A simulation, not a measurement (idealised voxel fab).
The following is a process module called voxel transistor to metal.
Section cut is 180 nm wide and gridded with 5 nm square cells.
A cross-section is written here as square cells arranged in a grid, and it is given in bands from the top down, each band taking up one or more rows of cells. Read a band's entry like this: the first values are the height of its top and the height of its bottom in nm, and what follows is the sequence of materials from left to right, each with its width in nm. Note that "empty" is empty space, and that a single material marked "full width" reaches across the band from edge to edge. Measure heights from 0. That's the level where, below it, the as-received wafer is all one material. The lowest band is bottomless and extends downward; write it as in "0 and below". Width spec "30->40" -> top row of cells at first value, bottom row at second value, equal per-row change in between. Basically "everything unchanged" means that step didn't change any cell in the cross-section. Closed-off voids of 8+ cells (no open route to the top) go in "Enclosed cavity list", written width x height at distance from the left edge, in nm. Note: text after step settings on the step line = simulator remark on that step. The setting "overlay nm" may be written on the line of a step. When the step uses a mask, the value reports how far to the right of the planned place the mask lay, and a negative value reports that it lay to the left.

-- Steps in the process plan
1 RECEIVE, material Si
2 CONFORMAL_DEP, material SiO2, thk nm 5
3 CONFORMAL_DEP, material SiN, thk nm 15
4 MASKED_ETCH, tone cover, mask id ACTIVE, width nm 100, etch materials SiN, depth nm 15, overlay nm 0
5 MASKED_ETCH, tone cover, mask id ACTIVE, width nm 100, etch materials SiO2, depth nm 5, overlay nm 0
6 MASKED_ETCH, tone cover, mask id ACTIVE, width nm 100, etch materials Si, depth nm 20, overlay nm 0
7 OXIDIZE, depth nm 5
8 FILL_DEP, material SiO2, thk nm 10
9 CMP, height nm 20
10 SELECTIVE_ETCH, etch materials SiO2, depth nm 10
11 STRIP, etch materials SiN
12 SELECTIVE_ETCH, etch materials SiO2, depth nm 5
13 OXIDIZE, depth nm 5
14 DIRECTIONAL_DEP, material polySi, thk nm 25
15 DIRECTIONAL_DEP, material SiCN, thk nm 10
16 DIRECTIONAL_DEP, material aC, thk nm 10
17 PATTERN, tone cover, mask id GATE, material resist, width nm 20, thk nm 30, overlay nm 0
18 DIRECTIONAL_ETCH, etch materials aC, depth nm 10
19 STRIP, etch materials resist
20 DIRECTIONAL_ETCH, etch materials SiCN, depth nm 20
21 DIRECTIONAL_ETCH, etch materials polySi, depth nm 35
22 STRIP, etch materials aC
23 CONFORMAL_DEP, material SiN, thk nm 10
24 DIRECTIONAL_ETCH, etch materials SiN, depth nm 10
25 DIRECTIONAL_ETCH, etch materials SiO2, depth nm 5
26 DIRECTIONAL_ETCH, etch materials Si, depth nm 10
27 EPI, material nSi, thk nm 10
28 FILL_DEP, material SiO2, thk nm 5
29 CMP, height nm 35
30 DIRECTIONAL_DEP, material SiO2, thk nm 15
31 MASKED_ETCH, tone open, mask id CONTACT, width nm 20, pitch nm 70, etch materials SiO2, depth nm 55, overlay nm 0
32 CONFORMAL_DEP, material TiN, thk nm 5
33 FILL_DEP, material W, thk nm 5
34 CMP, height nm 50
35 DIRECTIONAL_DEP, material TiN, thk nm 5
36 DIRECTIONAL_DEP, material Ru, thk nm 20
37 MASKED_ETCH, tone cover, mask id METAL_1, width nm 20, pitch nm 70, etch materials Ru, depth nm 20, overlay nm 0
38 MASKED_ETCH, tone cover, mask id METAL_1, width nm 20, pitch nm 70, etch materials TiN, depth nm 5, overlay nm 0
39 FILL_DEP, material lowk, thk nm 10
40 CMP, height nm 75
41 CONFORMAL_DEP, material SiCN, thk nm 5
42 DIRECTIONAL_DEP, material lowk, thk nm 30
43 DIRECTIONAL_DEP, material aC, thk nm 10
44 PATTERN, tone open, mask id METAL_2_HOLES, material resist, width nm 15, pitch nm 70, thk nm 30, overlay nm 0
45 DIRECTIONAL_ETCH, etch materials aC, depth nm 10
46 STRIP, etch materials resist
47 DIRECTIONAL_ETCH, etch materials lowk, depth nm 30
48 STRIP, etch materials aC
49 PATTERN, tone open, mask id METAL_2, material resist, width nm 20, pitch nm 70, thk nm 20, overlay nm 0
50 DIRECTIONAL_ETCH, etch materials lowk, depth nm 15
51 DIRECTIONAL_ETCH, etch materials SiCN, depth nm 5
52 STRIP, etch materials resist
53 CONFORMAL_DEP, material TiN, thk nm 5
54 FILL_DEP, material Ru, thk nm 5
55 CMP, height nm 110
56 CONFORMAL_DEP, material SiN, thk nm 5

-- Cross-sectional view of the wafer in its as-received condition, corresponding to the state after step 1
  0 and below  Si full width
  Enclosed cavity list: none

-- Module complete - cross-section of the first of two wafers, run according to plan
  115 down to 110  SiN full width
  110 down to 100  45 nm lowk  5 nm TiN  10 nm Ru  5 nm TiN  50 nm lowk  5 nm TiN  10 nm Ru  5 nm TiN  45 nm lowk
  100 down to 95  45 nm lowk  5 nm TiN  5 nm Ru  10 nm TiN  50 nm lowk  5 nm TiN  5 nm Ru  10 nm TiN  45 nm lowk
  95 down to 80  45 nm lowk  5 nm TiN  5 nm Ru  5 nm TiN  55 nm lowk  5 nm TiN  5 nm Ru  5 nm TiN  50 nm lowk
  80 down to 75  45 nm SiCN  15 nm TiN  55 nm SiCN  15 nm TiN  50 nm SiCN
  75 down to 55  45 nm lowk  20 nm Ru  50 nm lowk  20 nm Ru  45 nm lowk
  55 down to 50  45 nm lowk  20 nm TiN  50 nm lowk  20 nm TiN  45 nm lowk
  50 down to 35  45 nm SiO2  5 nm TiN  10 nm W  5 nm TiN  50 nm SiO2  5 nm TiN  10 nm W  5 nm TiN  45 nm SiO2
  35 down to 25  45 nm SiO2  5 nm TiN  10 nm W  5 nm TiN  5 nm SiO2  10 nm SiN  20 nm SiCN  10 nm SiN  5 nm SiO2  5 nm TiN  10 nm W  5 nm TiN  45 nm SiO2
  25 down to 10  45 nm SiO2  5 nm TiN  10 nm W  5 nm TiN  5 nm SiO2  10 nm SiN  20 nm polySi  10 nm SiN  5 nm SiO2  5 nm TiN  10 nm W  5 nm TiN  45 nm SiO2
  10 down to 5  45 nm SiO2  5 nm TiN  5 nm W  10 nm TiN  5 nm SiO2  10 nm SiN  20 nm polySi  10 nm SiN  5 nm SiO2  10 nm TiN  5 nm W  5 nm TiN  45 nm SiO2
  5 down to 0  35 nm SiO2  10 nm SiN  5 nm TiN  5 nm W  5 nm TiN  10 nm nSi  10 nm SiN  20 nm polySi  10 nm SiN  10 nm nSi  5 nm TiN  5 nm W  5 nm TiN  10 nm SiN  35 nm SiO2
  0 down to -5  45 nm SiO2  15 nm TiN  10 nm nSi  40 nm SiO2  10 nm nSi  15 nm TiN  45 nm SiO2
  -5 down to -15  45 nm SiO2  25 nm nSi  40 nm Si  25 nm nSi  45 nm SiO2
  -15 down to -25  45 nm SiO2  90 nm Si  45 nm SiO2
  -25 and below  Si full width
  Enclosed cavity list: none

-- Cross-section at end of module for the second wafer of two, which matched the first in starting point and plan and differed by one mistake in its processing
  115 down to 110  SiN full width
  110 down to 100  45 nm lowk  5 nm TiN  10 nm Ru  5 nm TiN  50 nm lowk  5 nm TiN  10 nm Ru  5 nm TiN  45 nm lowk
  100 down to 95  45 nm lowk  5 nm TiN  5 nm Ru  10 nm TiN  50 nm lowk  5 nm TiN  5 nm Ru  10 nm TiN  45 nm lowk
  95 down to 80  45 nm lowk  5 nm TiN  5 nm Ru  5 nm TiN  55 nm lowk  5 nm TiN  5 nm Ru  5 nm TiN  50 nm lowk
  80 down to 75  45 nm SiCN  15 nm TiN  55 nm SiCN  15 nm TiN  50 nm SiCN
  75 down to 55  45 nm lowk  20 nm Ru  50 nm lowk  20 nm Ru  45 nm lowk
  55 down to 50  45 nm lowk  20 nm TiN  50 nm lowk  20 nm TiN  45 nm lowk
  50 down to 35  polySi full width
  35 down to 25  70 nm SiO2  10 nm SiN  20 nm SiCN  10 nm SiN  70 nm SiO2
  25 down to 5  70 nm SiO2  10 nm SiN  20 nm polySi  10 nm SiN  70 nm SiO2
  5 down to 0  35 nm SiO2  10 nm SiN  15 nm SiO2  10 nm nSi  10 nm SiN  20 nm polySi  10 nm SiN  10 nm nSi  15 nm SiO2  10 nm SiN  35 nm SiO2
  0 down to -5  60 nm SiO2  10 nm nSi  40 nm SiO2  10 nm nSi  60 nm SiO2
  -5 down to -15  45 nm SiO2  25 nm nSi  40 nm Si  25 nm nSi  45 nm SiO2
  -15 down to -25  45 nm SiO2  90 nm Si  45 nm SiO2
  -25 and below  Si full width
  Enclosed cavity list: none
What was the processing mistake? step 30 off recipe, ran as DIRECTIONAL_DEP, material polySi, thk nm 15
At the finish, the second wafer shows more or fewer cells for some materials than the first does: SiO2: 24 fewer | TiN: 48 fewer | W: 36 fewer | polySi: 108 more
